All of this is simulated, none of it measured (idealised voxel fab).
This section sets out a process module, namely voxel self aligned contacts.
Pictured: cross-section cut, 300 nm wide, on a grid of 5 nm square cells.
The cross-sections in this document take the form of a grid made of square cells. They are written out as bands, in order from top to bottom. Each band consists of one or more rows of cells. A band entry consists of two parts. The first gives the height of the band's top and the height of its bottom, in nm. The rest lists the band's materials from left to right, each with its width in nm. A single material labelled with the word "everywhere" fills the band from edge to edge, and the word "air" marks empty space. The level at which height equals 0 is the one under which the wafer, as it arrives, is entirely one material. No lower edge exists for the bottom band, which continues downward and is notated as in "0..down". With a width like "30->40", each row of cells in the band differs from the next by the same amount, the top row carrying the first number and the bottom row the second. "changes: none" means the step left every cell of the cross-section as it was. The entry titled "Unvented voids" provides the empty spaces that have no open way to the top, restricted to those of 8 cells or more. Each is presented as width x height at distance, the distance being measured from the left edge, with all three in nm. If you see something after the settings on a step's line, that's the simulator's own remark about that step. The "overlay nm" setting may appear on a step's line; for a step that uses a mask, it gives how far to the right of its planned position the mask lay, and a negative value indicates the left.

-- plan
1) RECEIVE: material Si
2) OXIDIZE: depth nm 5
3) DIRECTIONAL_DEP: material polySi, thk nm 25
4) DIRECTIONAL_DEP: material SiN, thk nm 25
5) PATTERN: tone cover, mask id GATE, material resist, width nm 25, pitch nm 65, thk nm 15, overlay nm 0
6) DIRECTIONAL_ETCH: etch materials SiN, depth nm 25
7) DIRECTIONAL_ETCH: etch materials polySi, depth nm 25
8) STRIP: etch materials resist
9) CONFORMAL_DEP: material SiN, thk nm 10
10) DIRECTIONAL_ETCH: etch materials SiN, depth nm 10
11) FILL_DEP: material SiO2, thk nm 15
12) CMP: height nm 60
13) MASKED_ETCH: tone open, mask id CONTACT, width nm 50, etch materials SiO2, depth nm 65, overlay nm 0
14) CONFORMAL_DEP: material TiN, thk nm 5
15) FILL_DEP: material Ru, thk nm 5
16) CMP: height nm 60
17) CONFORMAL_DEP: material SiCN, thk nm 5

-- Cross-section: wafer on arrival = after step 1
0..down = Si everywhere
Unvented voids: none

-- Cross-section: first of two wafers, module finished, run according to plan
65..60 = SiCN everywhere
60..50 = SiO2=125 | TiN=5->20 | Ru=40->10 | TiN=5->20 | SiO2=125
50..25 = SiO2=95 | SiN=45 | TiN=5 | Ru=10 | TiN=5 | SiN=45 | SiO2=95
25..0 = SiO2=95 | SiN=10 | polySi=25 | SiN=10 | TiN=5 | Ru=10 | TiN=5 | SiN=10 | polySi=25 | SiN=10 | SiO2=95
0..-5 = SiO2=140 | TiN=20 | SiO2=140
-5..down = Si everywhere
Unvented voids: none

-- Wafer two, end of module, cross-section. Same start, same plan as wafer one. One mistake in the run
65..60 = SiCN everywhere
60..50 = SiO2=130 | TiN=5->15 | Ru=40->10 | TiN=5->25 | SiO2=120
50..25 = SiO2=95 | SiN=45 | TiN=5 | Ru=10 | TiN=5 | SiN=45 | SiO2=95
25..0 = SiO2=95 | SiN=10 | polySi=25 | SiN=10 | TiN=5 | Ru=10 | TiN=5 | SiN=10 | polySi=25 | SiN=10 | SiO2=95
0..-5 = SiO2=140 | TiN=20 | SiO2=140
-5..down = Si everywhere
Unvented voids: none
Plan not followed: contrary to plan, step 13 was performed as MASKED_ETCH: tone open, mask id CONTACT, width nm 50, etch materials SiO2, depth nm 65, overlay nm 5
at the end the second wafer has, in cells: as many of each material as the first, in other places
